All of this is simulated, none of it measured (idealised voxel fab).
Documented hereafter: the process module known as voxel tone inversion.
Section shown: cut. Width: 235 nm. Cell size: 5 nm, square.
Cross-section spec: square-cell grid; bands listed top down; each band is one or more rows.
First you get the band's top height and its bottom height, in nm, and then the materials it's made of, left to right, with each width in nm. If you see a single material with "all across", that one covers the band edge to edge. "air" is empty space.
Counting heights begins at 0, where everything beneath is, in the wafer as received, one material. The lowest band has no bottom; it goes on downwards, as "0 down" shows.
A width given as "30->40" starts at the first number in the band's top row and ends at the second number in its bottom row, shifting by an equal amount at every step from row to row.
Any step labelled "remains unaltered" changed none of the cells in the cross-section.
Fully closed voids: empty space of 8 cells or more with no open way to the top, each as width x height at its distance from the left edge, in nm
Note: text after step settings on the step line = simulator remark on that step.
Each step line may optionally specify "overlay nm", which for a step with a mask gives the rightward distance between the mask's planned place and where it lay, a negative value indicating the leftward direction.
PROCESS STEPS (PLANNED)
- 1: RECEIVE,material Si
- 2: CONFORMAL_DEP,material SiCN,thk nm 5
- 3: DIRECTIONAL_DEP,material aC,thk nm 15
- 4: PATTERN,tone cover,mask id POSTS,material resist,width nm 15,pitch nm 45,thk nm 25,overlay nm 0
- 5: DIRECTIONAL_ETCH,etch materials aC,depth nm 15
- 6: STRIP,etch materials resist
- 7: FILL_DEP,material SiO2,thk nm 5
- 8: CMP,height nm 20
- 9: STRIP,etch materials aC
- 10: CONFORMAL_DEP,material TiN,thk nm 5
- 11: FILL_DEP,material W,thk nm 10
- 12: CMP,height nm 20
- 13: CONFORMAL_DEP,material SiN,thk nm 5
The plan's step 4 width nm is the first wafer's value; the wafers differ in this setting and start identical.
AS-RECEIVED CROSS-SECTION, FIRST OF SEVERAL WAFERS, POST STEP 1
> 0 down = Si all across
> Fully closed voids: none
FOR YOUR REFERENCE, THE TABLE IS ORGANIZED WITH A ROW PER WAFER; EACH ROW REFLECTS THE WAFER AT THE END OF THE MODULE, INDICATING FOR EACH MATERIAL THE CELLS GAINED (+) OR LOST (-) SINCE RECEIPT, AND THEREAFTER ITS CLOSED VOIDS
width nm 15 | +47 SiCN | +47 SiN | +123 SiO2 | +14 TiN | +4 W | Fully closed voids: none
width nm 20 | +47 SiCN | +47 SiN | +117 SiO2 | +16 TiN | +8 W | Fully closed voids: none
width nm 25 | +47 SiCN | +47 SiN | +111 SiO2 | +18 TiN | +12 W | Fully closed voids: none
width nm 30 | +47 SiCN | +47 SiN | +105 SiO2 | +20 TiN | +16 W | Fully closed voids: none
